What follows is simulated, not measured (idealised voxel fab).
The document below concerns the process module designated voxel air gaps.
Pictured: cross-section cut, 280 nm wide, on a grid of 5 nm square cells.
Cross-section = grid of square cells, listed top down in bands; band = one or more rows. Heights first: top, then bottom, in nm. Then materials, left to right, each with a width in nm. "full width" on a single material: fills the band edge to edge. "air": empty space. Height is counted from the level 0, under which the received wafer is composed throughout of one material. The lowest of the bands is not closed at the bottom but continues downward, in the notation "from 0 down". Top row gets the first number, bottom row gets the second, and each row in between changes by the same step: that is how a band width like "30->40" works. "no modifications" (step): cross-section cells unchanged, all of them. Listed in "Voids, fully enclosed": every empty space of 8 or more cells without an open way to the top. Form: width x height at distance, the distance being from the left edge, all in nm. That trailing text on a step's line, after the settings, is the simulator's own remark on the step. You can add "overlay nm" to a step's line. For a step with a mask, it describes how far the mask lay to the right of its planned position, and a negative number describes a lay to the left.

**The steps planned for the process are as follows**
1: RECEIVE (material Si)
2: CONFORMAL_DEP (material SiO2; thk nm 15)
3: CONFORMAL_DEP (material SiCN; thk nm 5)
4: DIRECTIONAL_DEP (material lowk; thk nm 30)
5: DIRECTIONAL_DEP (material aC; thk nm 15)
6: PATTERN (tone open; mask id LINES; material resist; width nm 20; pitch nm 50; thk nm 30; overlay nm 0)
7: DIRECTIONAL_ETCH (etch materials aC; depth nm 15)
8: STRIP (etch materials resist)
9: DIRECTIONAL_ETCH (etch materials lowk; depth nm 30)
10: STRIP (etch materials aC)
11: CONFORMAL_DEP (material TiN; thk nm 5)
12: FILL_DEP (material Cu; thk nm 5)
13: CMP (height nm 50)
14: EPI (material Ru; thk nm 10)
15: SELECTIVE_ETCH (etch materials lowk; depth nm 40)
16: CONFORMAL_DEP (material SiCN; thk nm 5)

**The first wafer of two, processed as planned**

**Step 1 complete: cross-section of the wafer as received**
	from 0 down  Si full width
	Voids, fully enclosed: none

**Step 2 done - wafer cross-section**
	from 15 to 0  SiO2 full width
	Rest of section, below 0: as before.

**Step 3 done - wafer cross-section**
	from 20 to 15  SiCN full width
	Rest of section, below 15: as before.

**Step 4 done - wafer cross-section**
	from 50 to 20  lowk full width
	Rest of section, below 20: as before.

**Step 5 done - wafer cross-section**
	from 65 to 50  aC full width
	Rest of section, below 50: as before.

**Step 6 done - wafer cross-section**
	from 95 to 65  resist (55); air (20); resist (30); air (20); resist (30); air (20); resist (30); air (20); resist (55)
	Rest of section, below 65: as before.

**Step 7 done - wafer cross-section**
	from 80 to 65  resist (55); air (20); resist (30); air (20); resist (30); air (20); resist (30); air (20); resist (55)
	from 65 to 50  aC (55); air (20); aC (30); air (20); aC (30); air (20); aC (30); air (20); aC (55)
	Rest of section, below 50: as before.

**Step 8 done - wafer cross-section**
	from 65 to 50  aC (55); air (20); aC (30); air (20); aC (30); air (20); aC (30); air (20); aC (55)
	Rest of section, below 50: as before.

**Step 9 done - wafer cross-section**
	from 65 to 50  aC (55); air (20); aC (30); air (20); aC (30); air (20); aC (30); air (20); aC (55)
	from 50 to 20  lowk (55); air (20); lowk (30); air (20); lowk (30); air (20); lowk (30); air (20); lowk (55)
	Rest of section, below 20: as before.

**Step 10 done - wafer cross-section**
	from 50 to 20  lowk (55); air (20); lowk (30); air (20); lowk (30); air (20); lowk (30); air (20); lowk (55)
	Rest of section, below 20: as before.

**Step 11 done - wafer cross-section**
	from 55 to 50  TiN (60); air (10); TiN (40); air (10); TiN (40); air (10); TiN (40); air (10); TiN (60)
	from 50 to 25  lowk (55); TiN (5); air (10); TiN (5); lowk (30); TiN (5); air (10); TiN (5); lowk (30); TiN (5); air (10); TiN (5); lowk (30); TiN (5); air (10); TiN (5); lowk (55)
	from 25 to 20  lowk (55); TiN (20); lowk (30); TiN (20); lowk (30); TiN (20); lowk (30); TiN (20); lowk (55)
	Rest of section, below 20: as before.

**Step 12 done - wafer cross-section**
	from 60 to 55  Cu full width
	from 55 to 50  TiN (60); Cu (10); TiN (40); Cu (10); TiN (40); Cu (10); TiN (40); Cu (10); TiN (60)
	from 50 to 25  lowk (55); TiN (5); Cu (10); TiN (5); lowk (30); TiN (5); Cu (10); TiN (5); lowk (30); TiN (5); Cu (10); TiN (5); lowk (30); TiN (5); Cu (10); TiN (5); lowk (55)
	Rest of section, below 25: as before.

**Step 13 done - wafer cross-section**
	from 50 to 25  lowk (55); TiN (5); Cu (10); TiN (5); lowk (30); TiN (5); Cu (10); TiN (5); lowk (30); TiN (5); Cu (10); TiN (5); lowk (30); TiN (5); Cu (10); TiN (5); lowk (55)
	Rest of section, below 25: as before.

**Step 14 done - wafer cross-section**
	from 60 to 50  air (45); Ru (40); air (10); Ru (40); air (10); Ru (40); air (10); Ru (40); air (45)
	Rest of section, below 50: as before.

**Step 15 done - wafer cross-section**
	from 60 to 50  air (45); Ru (40); air (10); Ru (40); air (10); Ru (40); air (10); Ru (40); air (45)
	from 50 to 25  air (55); TiN (5); Cu (10); TiN (5); air (30); TiN (5); Cu (10); TiN (5); air (30); TiN (5); Cu (10); TiN (5); air (30); TiN (5); Cu (10); TiN (5); air (55)
	from 25 to 20  air (55); TiN (20); air (30); TiN (20); air (30); TiN (20); air (30); TiN (20); air (55)
	Rest of section, below 20: as before.

**Step 16 done - wafer cross-section**
	from 65 to 60  air (40); SiCN (200); air (40)
	from 60 to 50  air (40); SiCN (5); Ru (40); SiCN (10); Ru (40); SiCN (10); Ru (40); SiCN (10); Ru (40); SiCN (5); air (40)
	from 50 to 45  air (40); SiCN (15); TiN (5); Cu (10); TiN (5); SiCN (30); TiN (5); Cu (10); TiN (5); SiCN (30); TiN (5); Cu (10); TiN (5); SiCN (30); TiN (5); Cu (10); TiN (5); SiCN (15); air (40)
	from 45 to 25  air (50); SiCN (5); TiN (5); Cu (10); TiN (5); SiCN (5); air (20); SiCN (5); TiN (5); Cu (10); TiN (5); SiCN (5); air (20); SiCN (5); TiN (5); Cu (10); TiN (5); SiCN (5); air (20); SiCN (5); TiN (5); Cu (10); TiN (5); SiCN (5); air (50)
	from 25 to 20  SiCN (55); TiN (20); SiCN (30); TiN (20); SiCN (30); TiN (20); SiCN (30); TiN (20); SiCN (55)
	Rest of section, below 20: as before.
	Voids, fully enclosed: 20 x 20 at 80; 20 x 20 at 130; 20 x 20 at 180

**Regarding the second of the two wafers: it shared the first wafer's starting condition and process plan, yet one error occurred during its execution. Its history coincides with that of the first wafer up to and including step 15**

Look at the second wafer in cross-section at the time step 16 ought to have finished: no modifications
The plan and the run diverged here: step 16 of the plan did not run at all; it was left out
It is noted that, at the conclusion of processing, the second wafer exhibits a higher or lower cell count for certain materials relative to the first: -152 SiCN
Final count of closed voids per wafer: 3 in the first, 0 in the second.
